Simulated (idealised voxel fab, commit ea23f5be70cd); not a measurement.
Process module in this document: voxel self aligned contacts
We display cut, a cross-section 225 nm in width whose square cells are each 5 nm.
In what follows, cross-sections appear as grids of square cells, described through bands that run from the top down, where every band is one or more rows of cells.
The entry gives the band's vertical extent as a top height and a bottom height in nm, then its horizontal make-up as materials from left to right, each with a width in nm. "air" stands for empty space; a single material marked "full width" fills the band edge to edge.
Zero point of the height axis is 0; under it, received wafer = one material. Lowest band: continues down indefinitely, "0 nm and below".
The notation "30 to 40" denotes a width that varies across the rows of cells in the band, beginning at the first number in the top row, finishing at the second number in the bottom row, and changing by an identical amount from each row to the next.
Given "no alteration" for a step, no cell of the cross-section differs between before and after that step.
In the "Enclosed internal cavities" entry, you get each enclosed empty space of 8 cells or more, one with no open way to the top, written width x height at distance, distance from the left edge, in nm.
Past the settings on a step's line: simulator remark, on that step.
If you see "overlay nm" on a step's line and that step has a mask, it's telling you how far right of where it was planned the mask ended up; a negative number means it went left instead.

PLAN
step 1: RECEIVE, material Si
step 2: OXIDIZE, depth nm 5
step 3: DIRECTIONAL_DEP, material polySi, thk nm 20
step 4: DIRECTIONAL_DEP, material SiN, thk nm 25
step 5: DIRECTIONAL_DEP, material aC, thk nm 10
step 6: PATTERN, tone cover, mask id GATE, material resist, width nm 25, pitch nm 70, thk nm 25, overlay nm 0
step 7: DIRECTIONAL_ETCH, etch materials aC, depth nm 10
step 8: STRIP, etch materials resist
step 9: DIRECTIONAL_ETCH, etch materials SiN, depth nm 25
step 10: DIRECTIONAL_ETCH, etch materials polySi, depth nm 20
step 11: STRIP, etch materials aC
step 12: CONFORMAL_DEP, material SiN, thk nm 10
step 13: DIRECTIONAL_ETCH, etch materials SiN, depth nm 10
step 14: FILL_DEP, material SiO2, thk nm 15
step 15: CMP, height nm 50
step 16: DIRECTIONAL_DEP, material aC, thk nm 10
step 17: PATTERN, tone open, mask id CONTACT, material resist, width nm 55, pitch nm 70, thk nm 30, overlay nm 0
step 18: DIRECTIONAL_ETCH, etch materials aC, depth nm 10
step 19: STRIP, etch materials resist
step 20: DIRECTIONAL_ETCH, etch materials SiO2, depth nm 55
step 21: STRIP, etch materials aC
step 22: CONFORMAL_DEP, material TiN, thk nm 5
step 23: FILL_DEP, material Ru, thk nm 10
step 24: CMP, height nm 50
step 25: CONFORMAL_DEP, material SiN, thk nm 5

AS-RECEIVED WAFER CROSS-SECTION (AFTER STEP 1)
  0 nm and below  Si full width
  Enclosed internal cavities: none

FIRST OF TWO WAFERS AT THE END OF THE MODULE, SHOWN IN CROSS-SECTION; RUN CARRIED OUT AS PLANNED
  55 nm to 50 nm  SiN full width
  50 nm to 45 nm  50 of SiO2, 20 of TiN, 15 of Ru, 20 of TiN, 15 of SiO2, 20 of TiN, 15 of Ru, 20 of TiN, 50 of SiO2
  45 nm to 20 nm  20 of SiO2, 45 of SiN, 5 of TiN, 15 of Ru, 5 of TiN, 45 of SiN, 5 of TiN, 15 of Ru, 5 of TiN, 45 of SiN, 20 of SiO2
  20 nm to 0 nm  20 of SiO2, 10 of SiN, 25 of polySi, 10 of SiN, 5 of TiN, 15 of Ru, 5 of TiN, 10 of SiN, 25 of polySi, 10 of SiN, 5 of TiN, 15 of Ru, 5 of TiN, 10 of SiN, 25 of polySi, 10 of SiN, 20 of SiO2
  0 nm to -5 nm  65 of SiO2, 25 of TiN, 45 of SiO2, 25 of TiN, 65 of SiO2
  -5 nm and below  Si full width
  Enclosed internal cavities: none

CROSS-SECTION AT END OF MODULE FOR THE SECOND WAFER OF TWO, WHICH MATCHED THE FIRST IN STARTING POINT AND PLAN AND DIFFERED BY ONE MISTAKE IN ITS PROCESSING
  55 nm to 50 nm  SiN full width
  50 nm to 45 nm  55 of SiO2, 15 of TiN, 15 of Ru, 15 of TiN, 25 of SiO2, 15 of TiN, 15 of Ru, 15 of TiN, 55 of SiO2
  45 nm to 20 nm  20 of SiO2, 45 of SiN, 5 of TiN, 15 of Ru, 5 of TiN, 45 of SiN, 5 of TiN, 15 of Ru, 5 of TiN, 45 of SiN, 20 of SiO2
  20 nm to 0 nm  20 of SiO2, 10 of SiN, 25 of polySi, 10 of SiN, 5 of TiN, 15 of Ru, 5 of TiN, 10 of SiN, 25 of polySi, 10 of SiN, 5 of TiN, 15 of Ru, 5 of TiN, 10 of SiN, 25 of polySi, 10 of SiN, 20 of SiO2
  0 nm to -5 nm  65 of SiO2, 25 of TiN, 45 of SiO2, 25 of TiN, 65 of SiO2
  -5 nm and below  Si full width
  Enclosed internal cavities: none
It is concluded that the wafer was processed incorrectly with respect to the plan, in that it should be noted that step 17 was executed with settings other than those planned, the operation and settings actually applied being PATTERN, tone open, mask id CONTACT, material resist, width nm 45, pitch nm 70, thk nm 30, overlay nm 0
Final tally in cells, some materials are higher or lower on the second wafer than on the first: 4 more of SiO2, 4 fewer of TiN
